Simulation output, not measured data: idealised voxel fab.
The following is a process module called voxel transistor to metal.
For reference, the cross-section in this document is cut, with width 265 nm and square cells of 5 nm.
We lay out every cross-section as a grid of square cells and spell it out in bands from the top down, where one band means one or more rows of cells. What a band's entry tells you: where the top is and where the bottom is, as heights in nm, and after that what lies inside, material by material from left to right, each with its width in nm. Empty space is written as the word "air", and a single material marked with the word "all across" occupies the band from edge to edge. Below 0: as-received wafer, all one material; heights counted from there. Lowest band: no bottom, goes on down, written "top 0, no bottom". A width given as "30..40" starts at the first number in the band's top row and ends at the second number in its bottom row, shifting by an equal amount at every step from row to row. No cell of the cross-section changed in a step that is given as "stayed the same". "Unvented cavities" contains a list of empty spaces, each no smaller than 8 cells and without an open way to the top, written in the form width x height at distance with the distance from the left edge and all three in nm. Text after the settings on a step's line: the simulator's own remark on that step. The setting "overlay nm" may be written on the line of a step. When the step uses a mask, the value reports how far to the right of the planned place the mask lay, and a negative value reports that it lay to the left.
-- Here's what the planned process steps look like
| 1 | RECEIVE (material Si) |
| 2 | CONFORMAL_DEP (material SiO2; thk nm 5) |
| 3 | CONFORMAL_DEP (material SiN; thk nm 10) |
| 4 | PATTERN (tone cover; mask id ACTIVE; material resist; width nm 100; pitch nm 125; thk nm 20; overlay nm 0) |
| 5 | DIRECTIONAL_ETCH (etch materials SiN; depth nm 10) |
| 6 | DIRECTIONAL_ETCH (etch materials SiO2; depth nm 5) |
| 7 | DIRECTIONAL_ETCH (etch materials Si; depth nm 25) |
| 8 | STRIP (etch materials resist) |
| 9 | OXIDIZE (depth nm 5) |
| 10 | FILL_DEP (material SiO2; thk nm 5) |
| 11 | CMP (height nm 15) |
| 12 | SELECTIVE_ETCH (etch materials SiO2; depth nm 10) |
| 13 | STRIP (etch materials SiN) |
| 14 | SELECTIVE_ETCH (etch materials SiO2; depth nm 5) |
| 15 | OXIDIZE (depth nm 5) |
| 16 | DIRECTIONAL_DEP (material polySi; thk nm 30) |
| 17 | DIRECTIONAL_DEP (material SiCN; thk nm 15) |
| 18 | DIRECTIONAL_DEP (material aC; thk nm 15) |
| 19 | PATTERN (tone cover; mask id GATE; material resist; width nm 20; pitch nm 125; thk nm 30; overlay nm 0) |
| 20 | DIRECTIONAL_ETCH (etch materials aC; depth nm 15) |
| 21 | STRIP (etch materials resist) |
| 22 | DIRECTIONAL_ETCH (etch materials SiCN; depth nm 25) |
| 23 | DIRECTIONAL_ETCH (etch materials polySi; depth nm 40) |
| 24 | STRIP (etch materials aC) |
| 25 | CONFORMAL_DEP (material SiN; thk nm 10) |
| 26 | DIRECTIONAL_ETCH (etch materials SiN; depth nm 10) |
| 27 | DIRECTIONAL_ETCH (etch materials SiO2; depth nm 5) |
| 28 | DIRECTIONAL_ETCH (etch materials Si; depth nm 10) |
| 29 | EPI (material SiGe; thk nm 15) |
| 30 | FILL_DEP (material SiO2; thk nm 5) |
| 31 | CMP (height nm 45) |
| 32 | DIRECTIONAL_DEP (material SiO2; thk nm 15) |
| 33 | DIRECTIONAL_DEP (material aC; thk nm 15) |
| 34 | PATTERN (tone open; mask id CONTACT; material resist; width nm 20; thk nm 35; overlay nm 0) |
| 35 | DIRECTIONAL_ETCH (etch materials aC; depth nm 15) |
| 36 | STRIP (etch materials resist) |
| 37 | DIRECTIONAL_ETCH (etch materials SiO2; depth nm 60) |
| 38 | STRIP (etch materials aC) |
| 39 | CONFORMAL_DEP (material TiN; thk nm 5) |
| 40 | FILL_DEP (material Ru; thk nm 10) |
| 41 | CMP (height nm 60) |
| 42 | CONFORMAL_DEP (material SiN; thk nm 5) |
| 43 | DIRECTIONAL_DEP (material lowk; thk nm 20) |
| 44 | PATTERN (tone open; mask id METAL_1; material resist; width nm 20; thk nm 20; overlay nm 0) |
| 45 | DIRECTIONAL_ETCH (etch materials lowk; depth nm 20) |
| 46 | DIRECTIONAL_ETCH (etch materials SiN; depth nm 5) |
| 47 | STRIP (etch materials resist) |
| 48 | CONFORMAL_DEP (material TiN; thk nm 5) |
| 49 | FILL_DEP (material Ru; thk nm 5) |
| 50 | CMP (height nm 85) |
| 51 | CONFORMAL_DEP (material SiCN; thk nm 5) |
| 52 | DIRECTIONAL_DEP (material lowk; thk nm 25) |
| 53 | DIRECTIONAL_DEP (material aC; thk nm 15) |
| 54 | PATTERN (tone open; mask id METAL_2_HOLES; material resist; width nm 15; pitch nm 125; thk nm 35; overlay nm 0) |
| 55 | DIRECTIONAL_ETCH (etch materials aC; depth nm 15) |
| 56 | STRIP (etch materials resist) |
| 57 | DIRECTIONAL_ETCH (etch materials lowk; depth nm 25) |
| 58 | STRIP (etch materials aC) |
| 59 | PATTERN (tone open; mask id METAL_2; material resist; width nm 20; pitch nm 125; thk nm 20; overlay nm 0) |
| 60 | DIRECTIONAL_ETCH (etch materials lowk; depth nm 15) |
| 61 | DIRECTIONAL_ETCH (etch materials SiCN; depth nm 5) |
| 62 | STRIP (etch materials resist) |
| 63 | CONFORMAL_DEP (material TiN; thk nm 5) |
| 64 | FILL_DEP (material Ru; thk nm 10) |
| 65 | CMP (height nm 115) |
| 66 | CONFORMAL_DEP (material SiN; thk nm 5) |
-- As-received state of the wafer in cross-section, equivalent to post-step 1
  top 0, no bottom | Si all across
  Unvented cavities: none
-- first wafer at the end, as planned
  top 120, bottom 115 | SiN all across
  top 115, bottom 105 | lowk (25), TiN (5), Ru (10), TiN (5), lowk (105), TiN (5), Ru (10), TiN (5), lowk (95)
  top 105, bottom 100 | lowk (25), TiN (5), Ru (5), TiN (10), lowk (105), TiN (5), Ru (5), TiN (10), lowk (95)
  top 100, bottom 90 | lowk (25), TiN (5), Ru (5), TiN (5), lowk (110), TiN (5), Ru (5), TiN (5), lowk (100)
  top 90, bottom 85 | SiCN (25), TiN (15), SiCN (110), TiN (15), SiCN (100)
  top 85, bottom 65 | lowk (25), TiN (5), Ru (10), TiN (5), lowk (50), TiN (5), Ru (10), TiN (5), lowk (35), TiN (5), Ru (10), TiN (5), lowk (50), TiN (5), Ru (10), TiN (5), lowk (25)
  top 65, bottom 60 | SiN (25), TiN (20), SiN (50), TiN (20), SiN (35), TiN (20), SiN (50), TiN (20), SiN (25)
  top 60, bottom 45 | SiO2 (25), TiN (5), Ru (10), TiN (5), SiO2 (50), TiN (5), Ru (10), TiN (5), SiO2 (35), TiN (5), Ru (10), TiN (5), SiO2 (50), TiN (5), Ru (10), TiN (5), SiO2 (25)
  top 45, bottom 30 | SiO2 (25), TiN (5), Ru (10), TiN (5), SiO2 (5), SiN (10), SiCN (20), SiN (10), SiO2 (5), TiN (5), Ru (10), TiN (5), SiO2 (35), TiN (5), Ru (10), TiN (5), SiO2 (5), SiN (10), SiCN (20), SiN (10), SiO2 (5), TiN (5), Ru (10), TiN (5), SiO2 (25)
  top 30, bottom 15 | SiO2 (25), TiN (5), Ru (10), TiN (5), SiO2 (5), SiN (10), polySi (20), SiN (10), SiO2 (5), TiN (5), Ru (10), TiN (5), SiO2 (35), TiN (5), Ru (10), TiN (5), SiO2 (5), SiN (10), polySi (20), SiN (10), SiO2 (5), TiN (5), Ru (10), TiN (5), SiO2 (25)
  top 15, bottom 10 | SiO2 (25), TiN (20), SiO2 (5), SiN (10), polySi (20), SiN (10), SiO2 (5), TiN (20), SiO2 (35), TiN (20), SiO2 (5), SiN (10), polySi (20), SiN (10), SiO2 (5), TiN (20), SiO2 (25)
  top 10, bottom 0 | SiO2 (25), TiN (10), SiGe (15), SiN (10), polySi (20), SiN (10), SiGe (15), TiN (10), SiO2 (35), TiN (10), SiGe (15), SiN (10), polySi (20), SiN (10), SiGe (15), TiN (10), SiO2 (25)
  top 0, bottom -5 | SiO2 (20), SiGe (30), SiO2 (40), SiGe (30), SiO2 (25), SiGe (30), SiO2 (40), SiGe (30), SiO2 (20)
  top -5, bottom -15 | SiO2 (25), SiGe (25), Si (40), SiGe (25), SiO2 (35), SiGe (25), Si (40), SiGe (25), SiO2 (25)
  top -15, bottom -30 | SiO2 (25), Si (90), SiO2 (35), Si (90), SiO2 (25)
  top -30, no bottom | Si all across
  Unvented cavities: none
-- Same start, same plan as the first wafer - but one mistake in the run. Cross-section of the second of the two at the end of the module
  top 120, bottom 115 | SiN all across
  top 115, bottom 105 | lowk (25), TiN (5), Ru (10), TiN (5), lowk (105), TiN (5), Ru (10), TiN (5), lowk (95)
  top 105, bottom 100 | lowk (25), TiN (5), Ru (5), TiN (10), lowk (105), TiN (5), Ru (5), TiN (10), lowk (95)
  top 100, bottom 90 | lowk (25), TiN (5), Ru (5), TiN (5), lowk (110), TiN (5), Ru (5), TiN (5), lowk (100)
  top 90, bottom 85 | lowk (25), TiN (15), lowk (110), TiN (15), lowk (100)
  top 85, bottom 65 | lowk (25), TiN (5), Ru (10), TiN (5), lowk (50), TiN (5), Ru (10), TiN (5), lowk (35), TiN (5), Ru (10), TiN (5), lowk (50), TiN (5), Ru (10), TiN (5), lowk (25)
  top 65, bottom 60 | SiN (25), TiN (20), SiN (50), TiN (20), SiN (35), TiN (20), SiN (50), TiN (20), SiN (25)
  top 60, bottom 45 | SiO2 (25), TiN (5), Ru (10), TiN (5), SiO2 (50), TiN (5), Ru (10), TiN (5), SiO2 (35), TiN (5), Ru (10), TiN (5), SiO2 (50), TiN (5), Ru (10), TiN (5), SiO2 (25)
  top 45, bottom 30 | SiO2 (25), TiN (5), Ru (10), TiN (5), SiO2 (5), SiN (10), SiCN (20), SiN (10), SiO2 (5), TiN (5), Ru (10), TiN (5), SiO2 (35), TiN (5), Ru (10), TiN (5), SiO2 (5), SiN (10), SiCN (20), SiN (10), SiO2 (5), TiN (5), Ru (10), TiN (5), SiO2 (25)
  top 30, bottom 15 | SiO2 (25), TiN (5), Ru (10), TiN (5), SiO2 (5), SiN (10), polySi (20), SiN (10), SiO2 (5), TiN (5), Ru (10), TiN (5), SiO2 (35), TiN (5), Ru (10), TiN (5), SiO2 (5), SiN (10), polySi (20), SiN (10), SiO2 (5), TiN (5), Ru (10), TiN (5), SiO2 (25)
  top 15, bottom 10 | SiO2 (25), TiN (20), SiO2 (5), SiN (10), polySi (20), SiN (10), SiO2 (5), TiN (20), SiO2 (35), TiN (20), SiO2 (5), SiN (10), polySi (20), SiN (10), SiO2 (5), TiN (20), SiO2 (25)
  top 10, bottom 0 | SiO2 (25), TiN (10), SiGe (15), SiN (10), polySi (20), SiN (10), SiGe (15), TiN (10), SiO2 (35), TiN (10), SiGe (15), SiN (10), polySi (20), SiN (10), SiGe (15), TiN (10), SiO2 (25)
  top 0, bottom -5 | SiO2 (20), SiGe (30), SiO2 (40), SiGe (30), SiO2 (25), SiGe (30), SiO2 (40), SiGe (30), SiO2 (20)
  top -5, bottom -15 | SiO2 (25), SiGe (25), Si (40), SiGe (25), SiO2 (35), SiGe (25), Si (40), SiGe (25), SiO2 (25)
  top -15, bottom -30 | SiO2 (25), Si (90), SiO2 (35), Si (90), SiO2 (25)
  top -30, no bottom | Si all across
  Unvented cavities: none
The plan and the run diverged here: planned and actual differ for step 51; actual: CONFORMAL_DEP (material lowk; thk nm 5)
at the end the second wafer has, in cells: SiCN: 47 fewer | lowk: 47 more
